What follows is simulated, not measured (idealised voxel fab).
Module name: voxel lift off (process module)
Square cells of 5 nm make up the cross-section cut, whose width is 300 nm.
This document writes a cross-section as a grid whose cells are square, and gives it as bands, listed from the top down; one or more rows of cells form a band. For a band, the entry starts with two heights in nm, that of the top and then that of the bottom, and carries on with the band's materials in order from left to right, each alongside its width in nm; the word "full width" beside a single material means it fills the band edge to edge, and "air" means empty space. Heights are expressed relative to 0, this being the level below which the as-received wafer comprises one material exclusively. The lowest band is unbounded in the downward direction and is denoted as in "from 0 down". So if you see something like "30..40" for the width, read it as the top row of the band sitting at the first number and the bottom row at the second, with every row in between moving by the same amount as the last. Step marked "remains unaltered"? Then no cell in the cross-section changed in it. If an empty space has no open way to the top and is at least 8 cells in size, "Enclosed void entries" lists it, written width x height at distance, where distance is measured from the left edge and every value is in nm. Past the settings on a step's line: simulator remark, on that step. "overlay nm" on a masked step: distance the mask lay right of its planned place, negative for left.
### The following list gives the planned process steps
- 1: RECEIVE (material Si)
- 2: CONFORMAL_DEP (material SiN; thk nm 10)
- 3: PATTERN (tone open; mask id LINES; material resist; width nm 25; pitch nm 45; thk nm 15; overlay nm 0)
- 4: DIRECTIONAL_DEP (material Ru; thk nm 5)
- 5: STRIP (etch materials resist)
- 6: CONFORMAL_DEP (material SiCN; thk nm 5)
### The first of a set of two wafers, run to plan
### as received, after step 1
* from 0 down = Si full width
* Enclosed void entries: none
### Wafer section view after processing step 2
* from 10 to 0 = SiN full width
* Lower than 0, everything is as it was.
### Wafer section view after processing step 3
* from 25 to 10 = resist 70  air 25  resist 20  air 25  resist 20  air 25  resist 20  air 25  resist 70
* Lower than 10, everything is as it was.
### Wafer section view after processing step 4
* from 30 to 25 = Ru 70  air 25  Ru 20  air 25  Ru 20  air 25  Ru 20  air 25  Ru 70
* from 25 to 15 = resist 70  air 25  resist 20  air 25  resist 20  air 25  resist 20  air 25  resist 70
* from 15 to 10 = resist 70  Ru 25  resist 20  Ru 25  resist 20  Ru 25  resist 20  Ru 25  resist 70
* Lower than 10, everything is as it was.
### Wafer section view after processing step 5
* from 15 to 10 = air 70  Ru 25  air 20  Ru 25  air 20  Ru 25  air 20  Ru 25  air 70
* Lower than 10, everything is as it was.
### Wafer section view after processing step 6
* from 20 to 15 = air 65  SiCN 35  air 10  SiCN 35  air 10  SiCN 35  air 10  SiCN 35  air 65
* from 15 to 10 = SiCN 70  Ru 25  SiCN 20  Ru 25  SiCN 20  Ru 25  SiCN 20  Ru 25  SiCN 70
* Lower than 10, everything is as it was.
### Second wafer. Start and plan as for the first. One mistake made in running. Agrees with the first up to and including step 1
Here is the second wafer in cross-section at the point where step 2 of the plan should have been done: remains unaltered
### Here is the second wafer in cross-section at the point where step 3 of the plan should have been done
* from 15 to 0 = resist 70  air 25  resist 20  air 25  resist 20  air 25  resist 20  air 25  resist 70
* Lower than 0, everything is as it was.
### Here is the second wafer in cross-section at the point where step 4 of the plan should have been done
* from 20 to 15 = Ru 70  air 25  Ru 20  air 25  Ru 20  air 25  Ru 20  air 25  Ru 70
* from 15 to 5 = resist 70  air 25  resist 20  air 25  resist 20  air 25  resist 20  air 25  resist 70
* from 5 to 0 = resist 70  Ru 25  resist 20  Ru 25  resist 20  Ru 25  resist 20  Ru 25  resist 70
* Lower than 0, everything is as it was.
### Here is the second wafer in cross-section at the point where step 5 of the plan should have been done
* from 5 to 0 = air 70  Ru 25  air 20  Ru 25  air 20  Ru 25  air 20  Ru 25  air 70
* Lower than 0, everything is as it was.
### Here is the second wafer in cross-section at the point where step 6 of the plan should have been done
* from 10 to 5 = air 65  SiCN 35  air 10  SiCN 35  air 10  SiCN 35  air 10  SiCN 35  air 65
* from 5 to 0 = SiCN 70  Ru 25  SiCN 20  Ru 25  SiCN 20  Ru 25  SiCN 20  Ru 25  SiCN 70
* Lower than 0, everything is as it was.
What went wrong in running the wafer? with respect to the plan, step 2 was omitted and not executed
The closing comparison, in cells, has the second wafer with more or fewer of some materials than the first: 120 fewer of SiN
